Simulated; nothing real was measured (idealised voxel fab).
Process module in this document: voxel self aligned vias
The figure presents cross-section cut, which has a width of 275 nm and is divided into square cells with an edge length of 5 nm.
Cross-section, as written here: a square-cell grid given band by band from the top down, where a band holds one or more rows of cells. Basically the band line says how high the top is and how high the bottom is, in nm, and then what's in it from left to right, every material with its width in nm. Empty space shows up as "blank", and if a single material carries "everywhere" it runs the full band edge to edge. Ref level 0: as-received wafer is one material below here. Bottom band extends down with no lower bound ("top 0, no bottom"). Width: "30..40" (first number = top row, second number = bottom row, same change from row to row of cells). Step marked "changes: none"? Then no cell in the cross-section changed in it. So "Enclosed cavity list" is basically the list of trapped voids: any empty space of 8 cells or more that can't reach the top through an opening. They're written width x height at distance, the distance being from the left edge, and it's all nm. That trailing text on a step's line, after the settings, is the simulator's own remark on the step. overlay nm: mask right of planned place by this much (step with mask). Neg. = left.
[Set out below are the planned steps of the process]
1: RECEIVE with material Si
2: CONFORMAL_DEP with material SiO2, thk nm 10
3: CONFORMAL_DEP with material SiCN, thk nm 5
4: DIRECTIONAL_DEP with material lowk, thk nm 20
5: DIRECTIONAL_DEP with material aC, thk nm 15
6: PATTERN with tone open, mask id LINES, material resist, width nm 25, pitch nm 60, thk nm 35, overlay nm 0
7: DIRECTIONAL_ETCH with etch materials aC, depth nm 15
8: STRIP with etch materials resist
9: DIRECTIONAL_ETCH with etch materials lowk, depth nm 20
10: STRIP with etch materials aC
11: CONFORMAL_DEP with material TiN, thk nm 5
12: FILL_DEP with material W, thk nm 5
13: CMP with height nm 35
14: SELECTIVE_ETCH with etch materials W Ru TiN, depth nm 5
15: FILL_DEP with material SiN, thk nm 10
16: CMP with height nm 35
17: DIRECTIONAL_DEP with material lowk, thk nm 20
18: PATTERN with tone open, mask id VIAS, material resist, width nm 35, pitch nm 120, thk nm 20, overlay nm 0
19: DIRECTIONAL_ETCH with etch materials lowk, depth nm 20
20: DIRECTIONAL_ETCH with etch materials SiN, depth nm 5
21: STRIP with etch materials resist
22: CONFORMAL_DEP with material TiN, thk nm 5
23: FILL_DEP with material W, thk nm 10
24: CMP with height nm 55
25: CONFORMAL_DEP with material SiCN, thk nm 5
[Here's what the wafer looked like in cross-section when it arrived - that's after step 1]
> top 0, no bottom | Si everywhere
> Enclosed cavity list: none
[The first of the two wafers as seen in cross-section once the module was finished; processing followed the plan]
> top 60, bottom 55 | SiCN everywhere
> top 55, bottom 40 | lowk 60 nm / TiN 5 nm / W 25 nm / TiN 5 nm / lowk 85 nm / TiN 5 nm / W 25 nm / TiN 5 nm / lowk 60 nm
> top 40, bottom 35 | lowk 60 nm / TiN 10 nm / W 15 nm / TiN 10 nm / lowk 85 nm / TiN 10 nm / W 15 nm / TiN 10 nm / lowk 60 nm
> top 35, bottom 30 | lowk 65 nm / TiN 25 nm / lowk 35 nm / SiN 25 nm / lowk 35 nm / TiN 25 nm / lowk 65 nm
> top 30, bottom 20 | lowk 65 nm / TiN 5 nm / W 15 nm / TiN 5 nm / lowk 35 nm / TiN 5 nm / W 15 nm / TiN 5 nm / lowk 35 nm / TiN 5 nm / W 15 nm / TiN 5 nm / lowk 65 nm
> top 20, bottom 15 | lowk 65 nm / TiN 25 nm / lowk 35 nm / TiN 25 nm / lowk 35 nm / TiN 25 nm / lowk 65 nm
> top 15, bottom 10 | SiCN everywhere
> top 10, bottom 0 | SiO2 everywhere
> top 0, no bottom | Si everywhere
> Enclosed cavity list: none
[Presented here is a cross-section of the second of the two wafers as it stood at the end of the module. It was started in the same manner and assigned the same plan as the first wafer; however, one mistake was made in its execution]
> top 60, bottom 55 | SiCN everywhere
> top 55, bottom 40 | lowk 60 nm / TiN 5 nm / lowk 25 nm / TiN 5 nm / lowk 85 nm / TiN 5 nm / lowk 25 nm / TiN 5 nm / lowk 60 nm
> top 40, bottom 35 | lowk 60 nm / TiN 10 nm / lowk 15 nm / TiN 10 nm / lowk 85 nm / TiN 10 nm / lowk 15 nm / TiN 10 nm / lowk 60 nm
> top 35, bottom 30 | lowk 65 nm / TiN 25 nm / lowk 35 nm / SiN 25 nm / lowk 35 nm / TiN 25 nm / lowk 65 nm
> top 30, bottom 20 | lowk 65 nm / TiN 5 nm / W 15 nm / TiN 5 nm / lowk 35 nm / TiN 5 nm / W 15 nm / TiN 5 nm / lowk 35 nm / TiN 5 nm / W 15 nm / TiN 5 nm / lowk 65 nm
> top 20, bottom 15 | lowk 65 nm / TiN 25 nm / lowk 35 nm / TiN 25 nm / lowk 35 nm / TiN 25 nm / lowk 65 nm
> top 15, bottom 10 | SiCN everywhere
> top 10, bottom 0 | SiO2 everywhere
> top 0, no bottom | Si everywhere
> Enclosed cavity list: none
Deviation noted in wafer processing: it should be noted that step 23 was executed with settings other than those planned, the operation and settings actually applied being FILL_DEP with material lowk, thk nm 10
Final tally in cells, some materials are higher or lower on the second wafer than on the first: W -36; lowk +36
